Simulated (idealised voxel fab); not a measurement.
Process module name: voxel trench capacitor
Cross-sectional view cut (width: 260 nm; square cell size: 5 nm).
In this document a cross-section is written as a grid of square cells. It is given as a series of bands, listed from the top down, and a band is one or more rows of cells. First you get the band's top height and its bottom height, in nm, and then the materials it's made of, left to right, with each width in nm. If you see a single material with "everywhere", that one covers the band edge to edge. "blank" is empty space. Height reference: 0 = level under which incoming wafer is all one material. Lowest band: no bottom, runs on downward, e.g. "0 nm and below". The width entry "30..40" should be interpreted row by row: the top row of cells in the band takes the first number, the bottom row takes the second number, and the change between adjacent rows is uniform throughout. "all unchanged", as given for a step, is the statement that not any cell of the cross-section underwent a change during that step. Heads up: "Voids, fully enclosed" only lists the empty pockets with no open path to the top that are 8 cells or more, and it writes them as width x height at distance, distance from the left edge, in nm. The remark found on a step's line after its settings is issued by the simulator itself and pertains to that step. On any step carrying a mask, the "overlay nm" setting, if present on the step's line, tells how far right of its planned place the mask lay; negative values point to the left.

-- Planned process steps
1) RECEIVE: material Si
2) CONFORMAL_DEP: material SiN, thk nm 5
3) MASKED_ETCH: tone open, mask id TRENCH, width nm 30, pitch nm 45, etch materials SiN, depth nm 5, overlay nm 0
4) MASKED_ETCH: tone open, mask id TRENCH, width nm 30, pitch nm 45, etch materials Si, depth nm 40, overlay nm 0
5) CONFORMAL_DEP: material Al2O3, thk nm 5
6) CONFORMAL_DEP: material TiN, thk nm 5
7) FILL_DEP: material W, thk nm 5
8) CMP: height nm 5

-- Shown in cross-section is the wafer as received, that is, as it stands after step 1
	0 nm and below  Si everywhere
	Voids, fully enclosed: none

-- As-planned run: cross-section of the first of two wafers at end of module
	5 nm to 0 nm  SiN 70 nm; Al2O3 5 nm; TiN 5 nm; W 10 nm; TiN 5 nm; Al2O3 5 nm; SiN 15 nm; Al2O3 5 nm; TiN 5 nm; W 10 nm; TiN 5 nm; Al2O3 5 nm; SiN 15 nm; Al2O3 5 nm; TiN 5 nm; W 10 nm; TiN 5 nm; Al2O3 5 nm; SiN 70 nm
	0 nm to -30 nm  Si 70 nm; Al2O3 5 nm; TiN 5 nm; W 10 nm; TiN 5 nm; Al2O3 5 nm; Si 15 nm; Al2O3 5 nm; TiN 5 nm; W 10 nm; TiN 5 nm; Al2O3 5 nm; Si 15 nm; Al2O3 5 nm; TiN 5 nm; W 10 nm; TiN 5 nm; Al2O3 5 nm; Si 70 nm
	-30 nm to -35 nm  Si 70 nm; Al2O3 5 nm; TiN 20 nm; Al2O3 5 nm; Si 15 nm; Al2O3 5 nm; TiN 20 nm; Al2O3 5 nm; Si 15 nm; Al2O3 5 nm; TiN 20 nm; Al2O3 5 nm; Si 70 nm
	-35 nm to -40 nm  Si 70 nm; Al2O3 30 nm; Si 15 nm; Al2O3 30 nm; Si 15 nm; Al2O3 30 nm; Si 70 nm
	-40 nm and below  Si everywhere
	Voids, fully enclosed: none

-- Module end: cross-section of wafer two of two. Same start and process plan as the first wafer. One mistake during execution
	5 nm to 0 nm  SiN 70 nm; Al2O3 5 nm; TiN 5 nm; SiN 10 nm; TiN 5 nm; Al2O3 5 nm; SiN 15 nm; Al2O3 5 nm; TiN 5 nm; SiN 10 nm; TiN 5 nm; Al2O3 5 nm; SiN 15 nm; Al2O3 5 nm; TiN 5 nm; SiN 10 nm; TiN 5 nm; Al2O3 5 nm; SiN 70 nm
	0 nm to -30 nm  Si 70 nm; Al2O3 5 nm; TiN 5 nm; SiN 10 nm; TiN 5 nm; Al2O3 5 nm; Si 15 nm; Al2O3 5 nm; TiN 5 nm; SiN 10 nm; TiN 5 nm; Al2O3 5 nm; Si 15 nm; Al2O3 5 nm; TiN 5 nm; SiN 10 nm; TiN 5 nm; Al2O3 5 nm; Si 70 nm
	-30 nm to -35 nm  Si 70 nm; Al2O3 5 nm; TiN 20 nm; Al2O3 5 nm; Si 15 nm; Al2O3 5 nm; TiN 20 nm; Al2O3 5 nm; Si 15 nm; Al2O3 5 nm; TiN 20 nm; Al2O3 5 nm; Si 70 nm
	-35 nm to -40 nm  Si 70 nm; Al2O3 30 nm; Si 15 nm; Al2O3 30 nm; Si 15 nm; Al2O3 30 nm; Si 70 nm
	-40 nm and below  Si everywhere
	Voids, fully enclosed: none
The plan and the run diverged here: not per plan at step 7, really ran FILL_DEP: material SiN, thk nm 5
End of process, cell counts, second wafer against first, materials with more or fewer: +42 SiN, -42 W
